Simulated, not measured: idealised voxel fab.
Process module name: voxel gate over fins
Pictured: cross-section cut, 220 nm wide, on a grid of 5 nm square cells.
Cross-sections here: square-cell grids, written as top-down lists of bands, a band being one or more rows of cells. For a band, the entry starts with two heights in nm, that of the top and then that of the bottom, and carries on with the band's materials in order from left to right, each alongside its width in nm; the word "all across" beside a single material means it fills the band edge to edge, and "blank" means empty space. Basically, 0 is our baseline, since under it the wafer straight out of the box is all one material. The bottom band has no lower end and keeps on going down, so it looks like "0 nm and below". The two numbers in a width such as "30 to 40" mark its ends across the band: the first belongs to the top row of cells, the second to the bottom row, and from each row to the next the width moves by the same amount. A step reported as "same as before" is a step in which no cell of the cross-section changed. Look at "Voids, fully enclosed" for the closed voids: empty spaces with no open path to the top, sized 8 cells or up. Each is width x height at distance, distance from the left edge, all nm. Post-settings text on a step line: simulator's own remark regarding the step. "overlay nm" on a masked step: distance the mask lay right of its planned place, negative for left.

[The steps planned for the process are as follows]
step 1: RECEIVE [material Si]
step 2: CONFORMAL_DEP [material SiN] [thk nm 10]
step 3: PATTERN [tone cover] [mask id FINS] [material resist] [width nm 15] [pitch nm 50] [thk nm 20] [overlay nm 0]
step 4: DIRECTIONAL_ETCH [etch materials SiN] [depth nm 10]
step 5: DIRECTIONAL_ETCH [etch materials Si] [depth nm 40]
step 6: STRIP [etch materials resist]
step 7: OXIDIZE [depth nm 5]
step 8: FILL_DEP [material SiO2] [thk nm 5]
step 9: CMP [height nm 10]
step 10: DIRECTIONAL_DEP [material aC] [thk nm 10]
step 11: PATTERN [tone open] [mask id RAIL] [material resist] [width nm 15] [thk nm 25] [overlay nm 0]
step 12: DIRECTIONAL_ETCH [etch materials aC] [depth nm 10]
step 13: STRIP [etch materials resist]
step 14: DIRECTIONAL_ETCH [etch materials SiO2] [depth nm 45]
step 15: STRIP [etch materials aC]
step 16: CONFORMAL_DEP [material TiN] [thk nm 5]
step 17: FILL_DEP [material W] [thk nm 10]
step 18: CMP [height nm 10]
step 19: SELECTIVE_ETCH [etch materials W Ru TiN] [depth nm 30]
step 20: FILL_DEP [material SiO2] [thk nm 5]
step 21: CMP [height nm 10]
step 22: SELECTIVE_ETCH [etch materials SiO2] [depth nm 20]
step 23: STRIP [etch materials SiN]
step 24: CONFORMAL_DEP [material HfO2] [thk nm 5]
step 25: CONFORMAL_DEP [material TiN] [thk nm 5]
step 26: FILL_DEP [material W] [thk nm 15]
step 27: CMP [height nm 20]
step 28: CONFORMAL_DEP [material SiCN] [thk nm 5]

[Cross-section of the wafer upon arrival, representing the state reached after step 1]
- 0 nm and below: Si all across
- Voids, fully enclosed: none

[Sectioned view, first of two wafers, at the close of the module, processed as intended in the plan]
- 25 nm to 20 nm: SiCN all across
- 20 nm to 10 nm: W all across
- 10 nm to 5 nm: W 20 nm / TiN 25 nm / W 25 nm / TiN 25 nm / W 25 nm / TiN 25 nm / W 25 nm / TiN 25 nm / W 25 nm
- 5 nm to 0 nm: W 20 nm / TiN 5 nm / HfO2 15 nm / TiN 5 nm / W 25 nm / TiN 5 nm / HfO2 15 nm / TiN 5 nm / W 25 nm / TiN 5 nm / HfO2 15 nm / TiN 5 nm / W 25 nm / TiN 5 nm / HfO2 15 nm / TiN 5 nm / W 25 nm
- 0 nm to -5 nm: TiN 25 nm / HfO2 5 nm / Si 5 nm / HfO2 5 nm / TiN 35 nm / HfO2 5 nm / Si 5 nm / HfO2 5 nm / TiN 35 nm / HfO2 5 nm / Si 5 nm / HfO2 5 nm / TiN 35 nm / HfO2 5 nm / Si 5 nm / HfO2 5 nm / TiN 30 nm
- -5 nm to -10 nm: HfO2 30 nm / Si 5 nm / HfO2 45 nm / Si 5 nm / HfO2 45 nm / Si 5 nm / HfO2 45 nm / Si 5 nm / HfO2 35 nm
- -10 nm to -20 nm: SiO2 30 nm / Si 5 nm / SiO2 45 nm / Si 5 nm / SiO2 45 nm / Si 5 nm / SiO2 45 nm / Si 5 nm / SiO2 35 nm
- -20 nm to -30 nm: SiO2 30 nm / Si 5 nm / SiO2 15 nm / TiN 5 nm / W 5 nm / TiN 5 nm / SiO2 15 nm / Si 5 nm / SiO2 45 nm / Si 5 nm / SiO2 45 nm / Si 5 nm / SiO2 35 nm
- -30 nm to -35 nm: SiO2 30 nm / Si 5 nm / SiO2 15 nm / TiN 15 nm / SiO2 15 nm / Si 5 nm / SiO2 45 nm / Si 5 nm / SiO2 45 nm / Si 5 nm / SiO2 35 nm
- -35 nm to -45 nm: SiO2 30 nm / Si 5 nm / SiO2 45 nm / Si 5 nm / SiO2 45 nm / Si 5 nm / SiO2 45 nm / Si 5 nm / SiO2 35 nm
- -45 nm and below: Si all across
- Voids, fully enclosed: none

[Wafer two, end of module, cross-section. Same start, same plan as wafer one. One mistake in the run]
- 25 nm to 20 nm: SiCN all across
- 20 nm to 10 nm: W all across
- 10 nm to 5 nm: W 20 nm / TiN 25 nm / W 25 nm / TiN 25 nm / W 25 nm / TiN 25 nm / W 25 nm / TiN 25 nm / W 25 nm
- 5 nm to 0 nm: W 20 nm / TiN 5 nm / HfO2 15 nm / TiN 5 nm / W 25 nm / TiN 5 nm / HfO2 15 nm / TiN 5 nm / W 25 nm / TiN 5 nm / HfO2 15 nm / TiN 5 nm / W 25 nm / TiN 5 nm / HfO2 15 nm / TiN 5 nm / W 25 nm
- 0 nm to -5 nm: TiN 25 nm / HfO2 5 nm / Si 5 nm / HfO2 5 nm / TiN 35 nm / HfO2 5 nm / Si 5 nm / HfO2 5 nm / TiN 35 nm / HfO2 5 nm / Si 5 nm / HfO2 5 nm / TiN 35 nm / HfO2 5 nm / Si 5 nm / HfO2 5 nm / TiN 30 nm
- -5 nm to -10 nm: HfO2 30 nm / Si 5 nm / HfO2 45 nm / Si 5 nm / HfO2 45 nm / Si 5 nm / HfO2 45 nm / Si 5 nm / HfO2 35 nm
- -10 nm to -20 nm: SiO2 30 nm / Si 5 nm / SiO2 45 nm / Si 5 nm / SiO2 45 nm / Si 5 nm / SiO2 45 nm / Si 5 nm / SiO2 35 nm
- -20 nm to -35 nm: W 20 nm / TiN 5 nm / SiO2 5 nm / Si 5 nm / SiO2 5 nm / TiN 5 nm / W 25 nm / TiN 5 nm / SiO2 5 nm / Si 5 nm / SiO2 5 nm / TiN 5 nm / W 25 nm / TiN 5 nm / SiO2 5 nm / Si 5 nm / SiO2 5 nm / TiN 5 nm / W 25 nm / TiN 5 nm / SiO2 5 nm / Si 5 nm / SiO2 5 nm / TiN 5 nm / W 25 nm
- -35 nm to -40 nm: TiN 25 nm / SiO2 5 nm / Si 5 nm / SiO2 5 nm / TiN 35 nm / SiO2 5 nm / Si 5 nm / SiO2 5 nm / TiN 35 nm / SiO2 5 nm / Si 5 nm / SiO2 5 nm / TiN 35 nm / SiO2 5 nm / Si 5 nm / SiO2 5 nm / TiN 30 nm
- -40 nm to -45 nm: SiO2 30 nm / Si 5 nm / SiO2 45 nm / Si 5 nm / SiO2 45 nm / Si 5 nm / SiO2 45 nm / Si 5 nm / SiO2 35 nm
- -45 nm and below: Si all across
- Voids, fully enclosed: none
What broke from the plan during processing? step 8 was not run as planned; what actually ran was FILL_DEP [material aC] [thk nm 5]
Bottom line after processing is that, in cells, the second wafer is up or down on some materials versus the first: 119 fewer of SiO2 | 49 more of TiN | 70 more of W
